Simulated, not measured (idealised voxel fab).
This is a process module. Its name is voxel gate over fins.
In the cross-section labelled cut, the width is 215 nm and each square cell is 5 nm.
Cross-section = grid of square cells, listed top down in bands; band = one or more rows.
Heights first: top, then bottom, in nm. Then materials, left to right, each with a width in nm. "edge to edge" on a single material: fills the band edge to edge. "air": empty space.
Basically, 0 is our baseline, since under it the wafer straight out of the box is all one material. The bottom band has no lower end and keeps on going down, so it looks like "0 and below".
A two-number width, for instance "30 to 40", indicates that the width is equal to the first number in the top row of the band and to the second number in the bottom row, and that it changes by a constant amount per row of cells.
"no alteration" (step): cross-section cells unchanged, all of them.
Entry "Closed internal voids". Content: empty spaces with no open connection to the top, size 8 cells or greater. Each: width x height at distance. Distance: from left edge. Unit: nm.
If you see something after the settings on a step's line, that's the simulator's own remark about that step.
For masked steps, "overlay nm" on the step line gives how far right of plan the mask actually lay; a minus sign means it lay to the left.

plan:
1) RECEIVE [material Si]
2) CONFORMAL_DEP [material SiN] [thk nm 10]
3) PATTERN [tone cover] [mask id FINS] [material resist] [width nm 15] [pitch nm 40] [thk nm 15] [overlay nm 0]
4) DIRECTIONAL_ETCH [etch materials SiN] [depth nm 10]
5) DIRECTIONAL_ETCH [etch materials Si] [depth nm 40]
6) STRIP [etch materials resist]
7) FILL_DEP [material SiO2] [thk nm 15]
8) CMP [height nm 10]
9) SELECTIVE_ETCH [etch materials SiO2] [depth nm 20]
10) STRIP [etch materials SiN]
11) CONFORMAL_DEP [material HfO2] [thk nm 5]
12) CONFORMAL_DEP [material TiN] [thk nm 5]
13) CONFORMAL_DEP [material TiAl] [thk nm 5]
14) CONFORMAL_DEP [material TiN] [thk nm 5]
15) FILL_DEP [material W] [thk nm 15]
16) CMP [height nm 30]
17) CONFORMAL_DEP [material SiN] [thk nm 10]

Wafer cross-section on receipt, i.e. after step 1:
  0 and below  Si edge to edge
  Closed internal voids: none

First of two wafers at the end of the module, shown in cross-section; run carried out as planned:
  40 down to 30  SiN edge to edge
  30 down to 20  W edge to edge
  20 down to 15  20 nm W; 175 nm TiN; 20 nm W
  15 down to 10  20 nm W; 5 nm TiN; 165 nm TiAl; 5 nm TiN; 20 nm W
  10 down to 5  25 nm TiN; 5 nm TiAl; 35 nm TiN; 5 nm TiAl; 35 nm TiN; 5 nm TiAl; 35 nm TiN; 5 nm TiAl; 35 nm TiN; 5 nm TiAl; 25 nm TiN
  5 down to 0  30 nm TiAl; 5 nm TiN; 25 nm HfO2; 5 nm TiN; 5 nm TiAl; 5 nm TiN; 25 nm HfO2; 5 nm TiN; 5 nm TiAl; 5 nm TiN; 25 nm HfO2; 5 nm TiN; 5 nm TiAl; 5 nm TiN; 25 nm HfO2; 5 nm TiN; 30 nm TiAl
  0 down to -5  35 nm TiN; 5 nm HfO2; 15 nm Si; 5 nm HfO2; 15 nm TiN; 5 nm HfO2; 15 nm Si; 5 nm HfO2; 15 nm TiN; 5 nm HfO2; 15 nm Si; 5 nm HfO2; 15 nm TiN; 5 nm HfO2; 15 nm Si; 5 nm HfO2; 35 nm TiN
  -5 down to -10  40 nm HfO2; 15 nm Si; 25 nm HfO2; 15 nm Si; 25 nm HfO2; 15 nm Si; 25 nm HfO2; 15 nm Si; 40 nm HfO2
  -10 down to -40  40 nm SiO2; 15 nm Si; 25 nm SiO2; 15 nm Si; 25 nm SiO2; 15 nm Si; 25 nm SiO2; 15 nm Si; 40 nm SiO2
  -40 and below  Si edge to edge
  Closed internal voids: none

Cross-section, second wafer: same start as the first, same plan as the first, one mistake in running it; taken at the end of the module:
  40 down to 30  SiN edge to edge
  30 down to 20  W edge to edge
  20 down to 15  20 nm W; 175 nm TiN; 20 nm W
  15 down to 10  20 nm W; 5 nm TiN; 165 nm TiAl; 5 nm TiN; 20 nm W
  10 down to 5  25 nm TiN; 5 nm TiAl; 35 nm TiN; 5 nm TiAl; 35 nm TiN; 5 nm TiAl; 35 nm TiN; 5 nm TiAl; 35 nm TiN; 5 nm TiAl; 25 nm TiN
  5 down to 0  30 nm TiAl; 5 nm TiN; 25 nm HfO2; 5 nm TiN; 5 nm TiAl; 5 nm TiN; 25 nm HfO2; 5 nm TiN; 5 nm TiAl; 5 nm TiN; 25 nm HfO2; 5 nm TiN; 5 nm TiAl; 5 nm TiN; 25 nm HfO2; 5 nm TiN; 30 nm TiAl
  0 down to -5  35 nm TiN; 5 nm HfO2; 15 nm Si; 5 nm HfO2; 15 nm TiN; 5 nm HfO2; 15 nm Si; 5 nm HfO2; 15 nm TiN; 5 nm HfO2; 15 nm Si; 5 nm HfO2; 15 nm TiN; 5 nm HfO2; 15 nm Si; 5 nm HfO2; 35 nm TiN
  -5 down to -10  40 nm HfO2; 15 nm Si; 25 nm HfO2; 15 nm Si; 25 nm HfO2; 15 nm Si; 25 nm HfO2; 15 nm Si; 40 nm HfO2
  -10 down to -30  40 nm SiO2; 15 nm Si; 25 nm SiO2; 15 nm Si; 25 nm SiO2; 15 nm Si; 25 nm SiO2; 15 nm Si; 40 nm SiO2
  -30 and below  Si edge to edge
  Closed internal voids: none
Here's what went sideways: not per plan at step 5, really ran DIRECTIONAL_ETCH [etch materials Si] [depth nm 30]
End of process, cell counts, second wafer against first, materials with more or fewer: Si +62, SiO2 -62
